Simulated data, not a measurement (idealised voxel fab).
Process module in this document: voxel spacer lines
Shown is cross-section cut, with a width of 240 nm and square cells of size 5 nm.
Throughout this document, each cross-section is represented as a grid of square cells and is presented as a sequence of bands enumerated from the top downward, where a band comprises one or more rows of cells. Band: top height; bottom height; in nm. Then, left to right: material with width in nm, for each material. "edge to edge": a single material spanning edge to edge. "blank": empty space. All heights in this document are referenced to 0, defined as the level beneath which the wafer, as received, consists entirely of one material. The lowest band is not bounded below; it extends indefinitely downward and is written in the form "from 0 down". With a width like "30->40", each row of cells in the band differs from the next by the same amount, the top row carrying the first number and the bottom row the second. A step reported as "nothing altered" is a step in which no cell of the cross-section changed. Reported under the label "Enclosed void entries" are the empty spaces having no open way to the top and comprising 8 cells or more; the notation for each is width x height at distance, in which the distance is measured from the left edge and all three values are in nm. Read whatever lies past the settings on a step's line as the simulator's own remark about the step. overlay nm: mask offset rightward from planned place, masked step; negative means leftward offset.
The steps planned for the process are as follows:
- 1: op RECEIVE | material Si
- 2: op CONFORMAL_DEP | material Al2O3 | thk nm 10
- 3: op DIRECTIONAL_DEP | material polySi | thk nm 15
- 4: op DIRECTIONAL_DEP | material aC | thk nm 25
- 5: op PATTERN | tone cover | mask id MANDREL | material resist | width nm 25 | pitch nm 70 | thk nm 30 | overlay nm 0
- 6: op DIRECTIONAL_ETCH | etch materials aC | depth nm 25
- 7: op STRIP | etch materials resist
- 8: op CONFORMAL_DEP | material SiN | thk nm 10
- 9: op DIRECTIONAL_ETCH | etch materials SiN | depth nm 10
- 10: op STRIP | etch materials aC
- 11: op DIRECTIONAL_ETCH | etch materials polySi | depth nm 15
- 12: op STRIP | etch materials SiN
Cross-sectional view of the wafer in its as-received condition, corresponding to the state after step 1:
	from 0 down: Si edge to edge
	Enclosed void entries: none
First of two wafers at the end of the module, shown in cross-section; run carried out as planned:
	from 25 to 10: blank 60 nm, polySi 10 nm, blank 25 nm, polySi 10 nm, blank 25 nm, polySi 10 nm, blank 25 nm, polySi 10 nm, blank 65 nm
	from 10 to 0: Al2O3 edge to edge
	from 0 down: Si edge to edge
	Enclosed void entries: none
Wafer two (of two), end-of-module cross-section: start = wafer one, plan = wafer one, one run mistake:
	from 25 to 15: blank 60 nm, polySi 10 nm, blank 25 nm, polySi 10 nm, blank 25 nm, polySi 10 nm, blank 25 nm, polySi 10 nm, blank 65 nm
	from 15 to 10: polySi edge to edge
	from 10 to 0: Al2O3 edge to edge
	from 0 down: Si edge to edge
	Enclosed void entries: none
What broke from the plan during processing? step 11 ran as: op DIRECTIONAL_ETCH | etch materials polySi | depth nm 10
Final wafer comparison in cells, second versus first, more or fewer per material: 40 more of polySi
